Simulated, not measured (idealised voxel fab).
The following process module bears the name voxel capacitor over wiring.
FYI the section here is cut, 280 nm wide, cells are 5 nm squares.
Throughout this document, each cross-section is represented as a grid of square cells and is presented as a sequence of bands enumerated from the top downward, where a band comprises one or more rows of cells.
It is stipulated that each band's entry specify, in nanometres, the height of the top of the band and then that of its bottom, followed by the materials of the band in left-to-right sequence, each together with its width in nanometres. A single material marked by the word "full width" is understood to fill the band from edge to edge; the word "air" is understood to denote empty space.
Beneath 0, the wafer as received is one material, and that level is where height counting begins. The lowest band goes on downward without a bottom; it is written like "0 -> down".
The expression "30 to 40" gives the width at the extremes of the band, the first number at its top row of cells and the second at its bottom row, with the width changing by equal amounts from each row to the next in between.
You'll sometimes find "left unchanged" written for a step, and that's the way of saying that nowhere in the cross-section did a cell change during that step.
Each empty space that has no open way to the top and spans at least 8 cells appears under "Enclosed cavity list" as width x height at distance, the distance counted from the left edge, all in nm.
The remark found on a step's line after its settings is issued by the simulator itself and pertains to that step.
"overlay nm" on a masked step: distance the mask lay right of its planned place, negative for left.

[Steps planned for the process]
1: RECEIVE | material Si
2: CONFORMAL_DEP | material SiO2 | thk nm 10
3: CONFORMAL_DEP | material SiN | thk nm 5
4: DIRECTIONAL_DEP | material lowk | thk nm 25
5: PATTERN | tone open | mask id METAL_1 | material resist | width nm 30 | pitch nm 80 | thk nm 20 | overlay nm 0
6: DIRECTIONAL_ETCH | etch materials lowk | depth nm 25
7: DIRECTIONAL_ETCH | etch materials SiN | depth nm 5
8: STRIP | etch materials resist
9: CONFORMAL_DEP | material TiN | thk nm 5
10: FILL_DEP | material Cu | thk nm 10
11: CMP | height nm 40
12: CONFORMAL_DEP | material SiCN | thk nm 5
13: DIRECTIONAL_DEP | material lowk | thk nm 20
14: DIRECTIONAL_DEP | material aC | thk nm 15
15: PATTERN | tone open | mask id PLUG_1 | material resist | width nm 15 | thk nm 35 | overlay nm 0
16: DIRECTIONAL_ETCH | etch materials aC | depth nm 15
17: STRIP | etch materials resist
18: DIRECTIONAL_ETCH | etch materials lowk | depth nm 20
19: DIRECTIONAL_ETCH | etch materials SiCN | depth nm 5
20: STRIP | etch materials aC
21: CONFORMAL_DEP | material TiN | thk nm 5
22: FILL_DEP | material Ru | thk nm 10
23: CMP | height nm 65
24: DIRECTIONAL_DEP | material TiN | thk nm 10
25: DIRECTIONAL_DEP | material HfO2 | thk nm 5
26: DIRECTIONAL_DEP | material TiN | thk nm 5
27: PATTERN | tone cover | mask id UPPER_PLATE | material resist | width nm 55 | thk nm 15 | overlay nm 0
28: DIRECTIONAL_ETCH | etch materials TiN | depth nm 5
29: DIRECTIONAL_ETCH | etch materials HfO2 | depth nm 5
30: STRIP | etch materials resist
31: PATTERN | tone cover | mask id LOWER_PLATE | material resist | width nm 65 | thk nm 15 | overlay nm 0
32: DIRECTIONAL_ETCH | etch materials TiN | depth nm 10
33: STRIP | etch materials resist
34: FILL_DEP | material SiO2 | thk nm 20
35: CMP | height nm 100
36: PATTERN | tone open | mask id PLUG_2 | material resist | width nm 15 | thk nm 20 | overlay nm 0
37: DIRECTIONAL_ETCH | etch materials SiO2 | depth nm 15
38: STRIP | etch materials resist
39: CONFORMAL_DEP | material TiN | thk nm 5
40: FILL_DEP | material Ru | thk nm 10
41: CMP | height nm 100
42: CONFORMAL_DEP | material SiN | thk nm 5

[First out of two wafers; run went to plan]

[Step 1 complete: cross-section of the wafer as received]
	0 -> down: Si full width
	Enclosed cavity list: none

[Wafer xsec, post step 2]
	10 -> 0: SiO2 full width
	All layers under 0 are left as they were.

[Wafer xsec, post step 3]
	15 -> 10: SiN full width
	All layers under 10 are left as they were.

[Wafer xsec, post step 4]
	40 -> 15: lowk full width
	All layers under 15 are left as they were.

[Wafer xsec, post step 5]
	60 -> 40: resist: 85; air: 30; resist: 50; air: 30; resist: 85
	All layers under 40 are left as they were.

[Wafer xsec, post step 6]
	60 -> 40: resist: 85; air: 30; resist: 50; air: 30; resist: 85
	40 -> 15: lowk: 85; air: 30; lowk: 50; air: 30; lowk: 85
	All layers under 15 are left as they were.

[Wafer xsec, post step 7]
	60 -> 40: resist: 85; air: 30; resist: 50; air: 30; resist: 85
	40 -> 15: lowk: 85; air: 30; lowk: 50; air: 30; lowk: 85
	15 -> 10: SiN: 85; air: 30; SiN: 50; air: 30; SiN: 85
	All layers under 10 are left as they were.

[Wafer xsec, post step 8]
	40 -> 15: lowk: 85; air: 30; lowk: 50; air: 30; lowk: 85
	All layers under 15 are left as they were.

[Wafer xsec, post step 9]
	45 -> 40: TiN: 90; air: 20; TiN: 60; air: 20; TiN: 90
	40 -> 15: lowk: 85; TiN: 5; air: 20; TiN: 5; lowk: 50; TiN: 5; air: 20; TiN: 5; lowk: 85
	15 -> 10: SiN: 85; TiN: 30; SiN: 50; TiN: 30; SiN: 85
	All layers under 10 are left as they were.

[Wafer xsec, post step 10]
	55 -> 45: Cu full width
	45 -> 40: TiN: 90; Cu: 20; TiN: 60; Cu: 20; TiN: 90
	40 -> 15: lowk: 85; TiN: 5; Cu: 20; TiN: 5; lowk: 50; TiN: 5; Cu: 20; TiN: 5; lowk: 85
	All layers under 15 are left as they were.

[Wafer xsec, post step 11]
	40 -> 15: lowk: 85; TiN: 5; Cu: 20; TiN: 5; lowk: 50; TiN: 5; Cu: 20; TiN: 5; lowk: 85
	All layers under 15 are left as they were.

[Wafer xsec, post step 12]
	45 -> 40: SiCN full width
	All layers under 40 are left as they were.

[Wafer xsec, post step 13]
	65 -> 45: lowk full width
	All layers under 45 are left as they were.

[Wafer xsec, post step 14]
	80 -> 65: aC full width
	All layers under 65 are left as they were.

[Wafer xsec, post step 15]
	115 -> 80: resist: 100; air: 15; resist: 165
	All layers under 80 are left as they were.

[Wafer xsec, post step 16]
	100 -> 80: resist: 100; air: 15; resist: 165
	80 -> 65: aC: 100; air: 15; aC: 165
	All layers under 65 are left as they were.

[Wafer xsec, post step 17]
	80 -> 65: aC: 100; air: 15; aC: 165
	All layers under 65 are left as they were.

[Wafer xsec, post step 18]
	80 -> 65: aC: 100; air: 15; aC: 165
	65 -> 45: lowk: 100; air: 15; lowk: 165
	All layers under 45 are left as they were.

[Wafer xsec, post step 19]
	80 -> 65: aC: 100; air: 15; aC: 165
	65 -> 45: lowk: 100; air: 15; lowk: 165
	45 -> 40: SiCN: 100; air: 15; SiCN: 165
	All layers under 40 are left as they were.

[Wafer xsec, post step 20]
	65 -> 45: lowk: 100; air: 15; lowk: 165
	All layers under 45 are left as they were.

[Wafer xsec, post step 21]
	70 -> 65: TiN: 105; air: 5; TiN: 170
	65 -> 45: lowk: 100; TiN: 5; air: 5; TiN: 5; lowk: 165
	45 -> 40: SiCN: 100; TiN: 15; SiCN: 165
	All layers under 40 are left as they were.

[Wafer xsec, post step 22]
	80 -> 70: Ru full width
	70 -> 65: TiN: 105; Ru: 5; TiN: 170
	65 -> 45: lowk: 100; TiN: 5; Ru: 5; TiN: 5; lowk: 165
	All layers under 45 are left as they were.

[Wafer xsec, post step 23]
	65 -> 45: lowk: 100; TiN: 5; Ru: 5; TiN: 5; lowk: 165
	All layers under 45 are left as they were.

[Wafer xsec, post step 24]
	75 -> 65: TiN full width
	All layers under 65 are left as they were.

[Wafer xsec, post step 25]
	80 -> 75: HfO2 full width
	All layers under 75 are left as they were.

[Wafer xsec, post step 26]
	85 -> 80: TiN full width
	All layers under 80 are left as they were.

[Wafer xsec, post step 27]
	100 -> 85: air: 100; resist: 55; air: 125
	All layers under 85 are left as they were.

[Wafer xsec, post step 28]
	100 -> 85: air: 100; resist: 55; air: 125
	85 -> 80: air: 100; TiN: 55; air: 125
	All layers under 80 are left as they were.

[Wafer xsec, post step 29]
	100 -> 85: air: 100; resist: 55; air: 125
	85 -> 80: air: 100; TiN: 55; air: 125
	80 -> 75: air: 100; HfO2: 55; air: 125
	All layers under 75 are left as they were.

[Wafer xsec, post step 30]
	85 -> 80: air: 100; TiN: 55; air: 125
	All layers under 80 are left as they were.

[Wafer xsec, post step 31]
	100 -> 85: air: 95; resist: 65; air: 120
	85 -> 80: air: 95; resist: 5; TiN: 55; resist: 5; air: 120
	80 -> 75: air: 95; resist: 5; HfO2: 55; resist: 5; air: 120
	All layers under 75 are left as they were.

[Wafer xsec, post step 32]
	100 -> 85: air: 95; resist: 65; air: 120
	85 -> 80: air: 95; resist: 5; TiN: 55; resist: 5; air: 120
	80 -> 75: air: 95; resist: 5; HfO2: 55; resist: 5; air: 120
	75 -> 65: air: 95; TiN: 65; air: 120
	All layers under 65 are left as they were.

[Wafer xsec, post step 33]
	85 -> 80: air: 100; TiN: 55; air: 125
	80 -> 75: air: 100; HfO2: 55; air: 125
	All layers under 75 are left as they were.

[Wafer xsec, post step 34]
	105 -> 85: SiO2 full width
	85 -> 80: SiO2: 100; TiN: 55; SiO2: 125
	80 -> 75: SiO2: 100; HfO2: 55; SiO2: 125
	75 -> 65: SiO2: 95; TiN: 65; SiO2: 120
	All layers under 65 are left as they were.

[Wafer xsec, post step 35]
	100 -> 85: SiO2 full width
	All layers under 85 are left as they were.

[Wafer xsec, post step 36]
	120 -> 100: resist: 110; air: 15; resist: 155
	All layers under 100 are left as they were.

[Wafer xsec, post step 37]
	120 -> 100: resist: 110; air: 15; resist: 155
	100 -> 85: SiO2: 110; air: 15; SiO2: 155
	All layers under 85 are left as they were.

[Wafer xsec, post step 38]
	100 -> 85: SiO2: 110; air: 15; SiO2: 155
	All layers under 85 are left as they were.

[Wafer xsec, post step 39]
	105 -> 100: TiN: 115; air: 5; TiN: 160
	100 -> 90: SiO2: 110; TiN: 5; air: 5; TiN: 5; SiO2: 155
	90 -> 80: SiO2: 110 to 100; TiN: 15 to 55; SiO2: 155 to 125
	All layers under 80 are left as they were.

[Wafer xsec, post step 40]
	115 -> 105: Ru full width
	105 -> 100: TiN: 115; Ru: 5; TiN: 160
	100 -> 90: SiO2: 110; TiN: 5; Ru: 5; TiN: 5; SiO2: 155
	All layers under 90 are left as they were.

[Wafer xsec, post step 41]
	100 -> 90: SiO2: 110; TiN: 5; Ru: 5; TiN: 5; SiO2: 155
	All layers under 90 are left as they were.

[Wafer xsec, post step 42]
	105 -> 100: SiN full width
	All layers under 100 are left as they were.

[Second wafer, same starting state and plan as the first, one mistake in the run, identical through step 4]

[What the second wafer looks like in cross-section when step 5 should have wrapped up]
	60 -> 40: air: 85; resist: 30; air: 50; resist: 30; air: 85
	All layers under 40 are left as they were.

[What the second wafer looks like in cross-section when step 6 should have wrapped up]
	60 -> 40: air: 85; resist: 30; air: 50; resist: 30; air: 85
	40 -> 15: air: 85; lowk: 30; air: 50; lowk: 30; air: 85
	All layers under 15 are left as they were.

[What the second wafer looks like in cross-section when step 7 should have wrapped up]
	60 -> 40: air: 85; resist: 30; air: 50; resist: 30; air: 85
	40 -> 15: air: 85; lowk: 30; air: 50; lowk: 30; air: 85
	15 -> 10: air: 85; SiN: 30; air: 50; SiN: 30; air: 85
	All layers under 10 are left as they were.

[What the second wafer looks like in cross-section when step 8 should have wrapped up]
	40 -> 15: air: 85; lowk: 30; air: 50; lowk: 30; air: 85
	All layers under 15 are left as they were.

[What the second wafer looks like in cross-section when step 9 should have wrapped up]
	45 -> 40: air: 80; TiN: 40; air: 40; TiN: 40; air: 80
	40 -> 15: air: 80; TiN: 5; lowk: 30; TiN: 5; air: 40; TiN: 5; lowk: 30; TiN: 5; air: 80
	15 -> 10: TiN: 85; SiN: 30; TiN: 50; SiN: 30; TiN: 85
	All layers under 10 are left as they were.

[What the second wafer looks like in cross-section when step 10 should have wrapped up]
	55 -> 45: Cu full width
	45 -> 40: Cu: 80; TiN: 40; Cu: 40; TiN: 40; Cu: 80
	40 -> 15: Cu: 80; TiN: 5; lowk: 30; TiN: 5; Cu: 40; TiN: 5; lowk: 30; TiN: 5; Cu: 80
	All layers under 15 are left as they were.

[What the second wafer looks like in cross-section when step 11 should have wrapped up]
	40 -> 15: Cu: 80; TiN: 5; lowk: 30; TiN: 5; Cu: 40; TiN: 5; lowk: 30; TiN: 5; Cu: 80
	All layers under 15 are left as they were.

[What the second wafer looks like in cross-section when step 12 should have wrapped up]
	45 -> 40: SiCN full width
	All layers under 40 are left as they were.

[What the second wafer looks like in cross-section when step 13 should have wrapped up]
	65 -> 45: lowk full width
	All layers under 45 are left as they were.

[What the second wafer looks like in cross-section when step 14 should have wrapped up]
	80 -> 65: aC full width
	All layers under 65 are left as they were.

[What the second wafer looks like in cross-section when step 15 should have wrapped up]
	115 -> 80: resist: 100; air: 15; resist: 165
	All layers under 80 are left as they were.

[What the second wafer looks like in cross-section when step 16 should have wrapped up]
	100 -> 80: resist: 100; air: 15; resist: 165
	80 -> 65: aC: 100; air: 15; aC: 165
	All layers under 65 are left as they were.

[What the second wafer looks like in cross-section when step 17 should have wrapped up]
	80 -> 65: aC: 100; air: 15; aC: 165
	All layers under 65 are left as they were.

[What the second wafer looks like in cross-section when step 18 should have wrapped up]
	80 -> 65: aC: 100; air: 15; aC: 165
	65 -> 45: lowk: 100; air: 15; lowk: 165
	All layers under 45 are left as they were.

[What the second wafer looks like in cross-section when step 19 should have wrapped up]
	80 -> 65: aC: 100; air: 15; aC: 165
	65 -> 45: lowk: 100; air: 15; lowk: 165
	45 -> 40: SiCN: 100; air: 15; SiCN: 165
	All layers under 40 are left as they were.

[What the second wafer looks like in cross-section when step 20 should have wrapped up]
	65 -> 45: lowk: 100; air: 15; lowk: 165
	All layers under 45 are left as they were.

[What the second wafer looks like in cross-section when step 21 should have wrapped up]
	70 -> 65: TiN: 105; air: 5; TiN: 170
	65 -> 45: lowk: 100; TiN: 5; air: 5; TiN: 5; lowk: 165
	45 -> 40: SiCN: 100; TiN: 15; SiCN: 165
	All layers under 40 are left as they were.

[What the second wafer looks like in cross-section when step 22 should have wrapped up]
	80 -> 70: Ru full width
	70 -> 65: TiN: 105; Ru: 5; TiN: 170
	65 -> 45: lowk: 100; TiN: 5; Ru: 5; TiN: 5; lowk: 165
	All layers under 45 are left as they were.

[What the second wafer looks like in cross-section when step 23 should have wrapped up]
	65 -> 45: lowk: 100; TiN: 5; Ru: 5; TiN: 5; lowk: 165
	All layers under 45 are left as they were.

[What the second wafer looks like in cross-section when step 24 should have wrapped up]
	75 -> 65: TiN full width
	All layers under 65 are left as they were.

[What the second wafer looks like in cross-section when step 25 should have wrapped up]
	80 -> 75: HfO2 full width
	All layers under 75 are left as they were.

[What the second wafer looks like in cross-section when step 26 should have wrapped up]
	85 -> 80: TiN full width
	All layers under 80 are left as they were.

[What the second wafer looks like in cross-section when step 27 should have wrapped up]
	100 -> 85: air: 100; resist: 55; air: 125
	All layers under 85 are left as they were.

[What the second wafer looks like in cross-section when step 28 should have wrapped up]
	100 -> 85: air: 100; resist: 55; air: 125
	85 -> 80: air: 100; TiN: 55; air: 125
	All layers under 80 are left as they were.

[What the second wafer looks like in cross-section when step 29 should have wrapped up]
	100 -> 85: air: 100; resist: 55; air: 125
	85 -> 80: air: 100; TiN: 55; air: 125
	80 -> 75: air: 100; HfO2: 55; air: 125
	All layers under 75 are left as they were.

[What the second wafer looks like in cross-section when step 30 should have wrapped up]
	85 -> 80: air: 100; TiN: 55; air: 125
	All layers under 80 are left as they were.

[What the second wafer looks like in cross-section when step 31 should have wrapped up]
	100 -> 85: air: 95; resist: 65; air: 120
	85 -> 80: air: 95; resist: 5; TiN: 55; resist: 5; air: 120
	80 -> 75: air: 95; resist: 5; HfO2: 55; resist: 5; air: 120
	All layers under 75 are left as they were.

[What the second wafer looks like in cross-section when step 32 should have wrapped up]
	100 -> 85: air: 95; resist: 65; air: 120
	85 -> 80: air: 95; resist: 5; TiN: 55; resist: 5; air: 120
	80 -> 75: air: 95; resist: 5; HfO2: 55; resist: 5; air: 120
	75 -> 65: air: 95; TiN: 65; air: 120
	All layers under 65 are left as they were.

[What the second wafer looks like in cross-section when step 33 should have wrapped up]
	85 -> 80: air: 100; TiN: 55; air: 125
	80 -> 75: air: 100; HfO2: 55; air: 125
	All layers under 75 are left as they were.

[What the second wafer looks like in cross-section when step 34 should have wrapped up]
	105 -> 85: SiO2 full width
	85 -> 80: SiO2: 100; TiN: 55; SiO2: 125
	80 -> 75: SiO2: 100; HfO2: 55; SiO2: 125
	75 -> 65: SiO2: 95; TiN: 65; SiO2: 120
	All layers under 65 are left as they were.

[What the second wafer looks like in cross-section when step 35 should have wrapped up]
	100 -> 85: SiO2 full width
	All layers under 85 are left as they were.

[What the second wafer looks like in cross-section when step 36 should have wrapped up]
	120 -> 100: resist: 110; air: 15; resist: 155
	All layers under 100 are left as they were.

[What the second wafer looks like in cross-section when step 37 should have wrapped up]
	120 -> 100: resist: 110; air: 15; resist: 155
	100 -> 85: SiO2: 110; air: 15; SiO2: 155
	All layers under 85 are left as they were.

[What the second wafer looks like in cross-section when step 38 should have wrapped up]
	100 -> 85: SiO2: 110; air: 15; SiO2: 155
	All layers under 85 are left as they were.

[What the second wafer looks like in cross-section when step 39 should have wrapped up]
	105 -> 100: TiN: 115; air: 5; TiN: 160
	100 -> 90: SiO2: 110; TiN: 5; air: 5; TiN: 5; SiO2: 155
	90 -> 80: SiO2: 110 to 100; TiN: 15 to 55; SiO2: 155 to 125
	All layers under 80 are left as they were.

[What the second wafer looks like in cross-section when step 40 should have wrapped up]
	115 -> 105: Ru full width
	105 -> 100: TiN: 115; Ru: 5; TiN: 160
	100 -> 90: SiO2: 110; TiN: 5; Ru: 5; TiN: 5; SiO2: 155
	All layers under 90 are left as they were.

[What the second wafer looks like in cross-section when step 41 should have wrapped up]
	100 -> 90: SiO2: 110; TiN: 5; Ru: 5; TiN: 5; SiO2: 155
	All layers under 90 are left as they were.

[What the second wafer looks like in cross-section when step 42 should have wrapped up]
	105 -> 100: SiN full width
	All layers under 100 are left as they were.
Deviation noted in wafer processing: step 5 was run on a setting that differed from the plan, and what really ran there is PATTERN | tone cover | mask id METAL_1 | material resist | width nm 30 | pitch nm 80 | thk nm 20 | overlay nm 0
End check, counted in cells, second wafer has more or fewer of these materials than the first: +160 Cu, -32 SiN, +32 TiN, -160 lowk
